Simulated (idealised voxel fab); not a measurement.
process module | voxel released beams
cross-section cut | 250 nm wide | cells 5 nm
A cross-section is a grid of square cells, given in bands from the top down. A band is one or more rows of cells.
Each band's line starts with the height of the band's top and of its bottom, in nm. Then come its materials from left to right, each with its width in nm. One material with "throughout" fills the band from edge to edge. "air" is empty space.
Height 0 is the level under which the wafer as received is all one material. The lowest band goes on downwards, as in "0 down".
A width such as "30 to 40" changes by the same amount from each row of cells to the next, from the band's top row to its bottom row.
"no change" after a step means that no cell of the cross-section changed.
closed voids: empty space of 8 cells or more with no open way to the top, each as width x height at its distance from the left edge, in nm
after a step's settings: what the simulator itself notes on the step
overlay nm, on a step with a mask: how far to the right of its planned place the mask lay; to the left if negative
plan
1 op RECEIVE | material Si
2 op CONFORMAL_DEP | material Al2O3 | thk nm 10
3 op DIRECTIONAL_DEP | material SiO2 | thk nm 20
4 op DIRECTIONAL_DEP | material aC | thk nm 15
5 op PATTERN | tone open | mask id ANCHOR | material resist | width nm 30 | thk nm 35 | overlay nm 0
6 op DIRECTIONAL_ETCH | etch materials aC | depth nm 15
7 op STRIP | etch materials resist
8 op DIRECTIONAL_ETCH | etch materials SiO2 | depth nm 20
9 op STRIP | etch materials aC
10 op CONFORMAL_DEP | material W | thk nm 10
11 op DIRECTIONAL_DEP | material aC | thk nm 10
12 op PATTERN | tone cover | mask id BEAM | material resist | width nm 90 | thk nm 25 | overlay nm 0
13 op DIRECTIONAL_ETCH | etch materials aC | depth nm 10
14 op STRIP | etch materials resist
15 op DIRECTIONAL_ETCH | etch materials W | depth nm 10
16 op STRIP | etch materials aC
17 op STRIP | etch materials SiO2
first wafer, as planned
as received, after step 1
  0 down: Si throughout
  closed voids: none
after step 2
  10 to 0: Al2O3 throughout
  below 0: unchanged
after step 3
  30 to 10: SiO2 throughout
  below 10: unchanged
after step 4
  45 to 30: aC throughout
  below 30: unchanged
after step 5
  80 to 45: resist 80 | air 30 | resist 140
  below 45: unchanged
after step 6
  65 to 45: resist 80 | air 30 | resist 140
  45 to 30: aC 80 | air 30 | aC 140
  below 30: unchanged
after step 7
  45 to 30: aC 80 | air 30 | aC 140
  below 30: unchanged
after step 8
  45 to 30: aC 80 | air 30 | aC 140
  30 to 10: SiO2 80 | air 30 | SiO2 140
  below 10: unchanged
after step 9
  30 to 10: SiO2 80 | air 30 | SiO2 140
  below 10: unchanged
after step 10
  40 to 30: W 90 | air 10 | W 150
  30 to 20: SiO2 80 | W 10 | air 10 | W 10 | SiO2 140
  20 to 10: SiO2 80 | W 30 | SiO2 140
  below 10: unchanged
after step 11
  50 to 40: aC 90 | air 10 | aC 150
  40 to 30: W 90 | air 10 | W 150
  30 to 20: SiO2 80 | W 10 | aC 10 | W 10 | SiO2 140
  below 20: unchanged
after step 12
  75 to 50: air 75 | resist 90 | air 85
  50 to 40: aC 90 | resist 10 | aC 150
  40 to 30: W 90 | resist 10 | W 150
  below 30: unchanged
after step 13
  65 to 50: air 75 | resist 90 | air 85
  50 to 40: air 75 | aC 15 | resist 10 | aC 65 | air 85
  below 40: unchanged
after step 14
  50 to 40: air 75 | aC 15 | air 10 | aC 65 | air 85
  40 to 30: W 90 | air 10 | W 150
  below 30: unchanged
after step 15
  50 to 40: air 75 | aC 15 | air 10 | aC 65 | air 85
  40 to 30: air 75 | W 15 | air 10 | W 65 | air 85
  below 30: unchanged
after step 16
  40 to 30: air 75 | W 15 | air 10 | W 65 | air 85
  30 to 20: SiO2 80 | W 10 | air 10 | W 10 | SiO2 140
  below 20: unchanged
after step 17
  40 to 30: air 75 | W 15 | air 10 | W 65 | air 85
  30 to 20: air 80 | W 10 | air 10 | W 10 | air 140
  20 to 10: air 80 | W 30 | air 140
  below 10: unchanged
second wafer: like start, like plan, one mistake. Through step 7 it matches the first wafer
when step 8 should have ended
  45 to 30: aC 80 | air 30 | aC 140
  30 to 10: SiO2 80 | air 30 | SiO2 140
  below 10: unchanged
when step 9 should have ended
  30 to 10: SiO2 80 | air 30 | SiO2 140
  below 10: unchanged
when step 10 should have ended
  40 to 30: W 90 | air 10 | W 150
  30 to 20: SiO2 80 | W 10 | air 10 | W 10 | SiO2 140
  20 to 10: SiO2 80 | W 30 | SiO2 140
  below 10: unchanged
when step 11 should have ended
  50 to 40: aC 90 | air 10 | aC 150
  40 to 30: W 90 | air 10 | W 150
  30 to 20: SiO2 80 | W 10 | aC 10 | W 10 | SiO2 140
  below 20: unchanged
when step 12 should have ended
  75 to 50: air 75 | resist 90 | air 85
  50 to 40: aC 90 | resist 10 | aC 150
  40 to 30: W 90 | resist 10 | W 150
  below 30: unchanged
when step 13 should have ended
  65 to 50: air 75 | resist 90 | air 85
  50 to 40: air 75 | aC 15 | resist 10 | aC 65 | air 85
  below 40: unchanged
when step 14 should have ended
  50 to 40: air 75 | aC 15 | air 10 | aC 65 | air 85
  40 to 30: W 90 | air 10 | W 150
  below 30: unchanged
when step 15 should have ended
  50 to 40: air 75 | aC 15 | air 10 | aC 65 | air 85
  40 to 30: air 75 | W 15 | air 10 | W 65 | air 85
  below 30: unchanged
when step 16 should have ended
  40 to 30: air 75 | W 15 | air 10 | W 65 | air 85
  30 to 20: SiO2 80 | W 10 | air 10 | W 10 | SiO2 140
  below 20: unchanged
when step 17 should have ended
  40 to 30: air 75 | W 15 | air 10 | W 65 | air 85
  30 to 20: air 80 | W 10 | air 10 | W 10 | air 140
  20 to 10: air 80 | W 30 | air 140
  below 10: unchanged
what went wrong: step 8 was run twice
at the end the two cross-sections are the same: no effect in what this model computes
